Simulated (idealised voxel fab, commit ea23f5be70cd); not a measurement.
process module | voxel ribs on slabs
cross-section cut | 230 nm wide | cells 5 nm
A cross-section is a grid of square cells, given in bands from the top down. A band is one or more rows of cells.
Each band's line starts with the height of the band's top and of its bottom, in nm. Then come its materials from left to right, each with its width in nm. One material with "throughout" fills the band from edge to edge. "air" is empty space.
Height 0 is the level under which the wafer as received is all one material. The lowest band goes on downwards, as in "0 down".
A width such as "30 to 40" changes by the same amount from each row of cells to the next, from the band's top row to its bottom row.
"no change" after a step means that no cell of the cross-section changed.
closed voids: empty space of 8 cells or more with no open way to the top, each as width x height at its distance from the left edge, in nm
after a step's settings: what the simulator itself notes on the step
overlay nm, on a step with a mask: how far to the right of its planned place the mask lay; to the left if negative
plan
1 op RECEIVE | material Si
2 op DIRECTIONAL_DEP | material SiO2 | thk nm 20
3 op DIRECTIONAL_DEP | material polySi | thk nm 25
4 op MASKED_ETCH | tone cover | mask id RIB | width nm 20 | etch materials polySi | depth nm 10 | overlay nm 0
5 op DIRECTIONAL_DEP | material aC | thk nm 15
6 op PATTERN | tone cover | mask id SLAB | material resist | width nm 70 | thk nm 35 | overlay nm 0
7 op DIRECTIONAL_ETCH | etch materials aC | depth nm 15
8 op STRIP | etch materials resist
9 op DIRECTIONAL_ETCH | etch materials polySi | depth nm 5
10 op STRIP | etch materials aC
11 op FILL_DEP | material SiO2 | thk nm 20
12 op CMP | height nm 55
13 op DIRECTIONAL_DEP | material W | thk nm 10
14 op DIRECTIONAL_DEP | material aC | thk nm 10
15 op PATTERN | tone cover | mask id HEATER | material resist | width nm 30 | thk nm 30 | overlay nm 0
16 op DIRECTIONAL_ETCH | etch materials aC | depth nm 10
17 op STRIP | etch materials resist
18 op DIRECTIONAL_ETCH | etch materials W | depth nm 10
19 op STRIP | etch materials aC
20 op CONFORMAL_DEP | material SiO2 | thk nm 5
varied across the wafers: depth nm of step 4. The plan shows the first wafer's value. All wafers start alike
first wafer as received, after step 1
  0 down: Si throughout
  closed voids: none
each wafer at the end: cells of each material gained (+) or lost (-) since it was received, then its closed voids
depth nm 10 | +442 SiO2 | +12 W | +114 polySi | closed voids: none
depth nm 15 | +484 SiO2 | +12 W | +72 polySi | closed voids: none
depth nm 20 | +526 SiO2 | +12 W | +30 polySi | closed voids: none
depth nm 25 | +536 SiO2 | +12 W | +20 polySi | closed voids: none
depth nm 30 | +536 SiO2 | +12 W | +20 polySi | closed voids: none
depth nm 35 | +536 SiO2 | +12 W | +20 polySi | closed voids: none
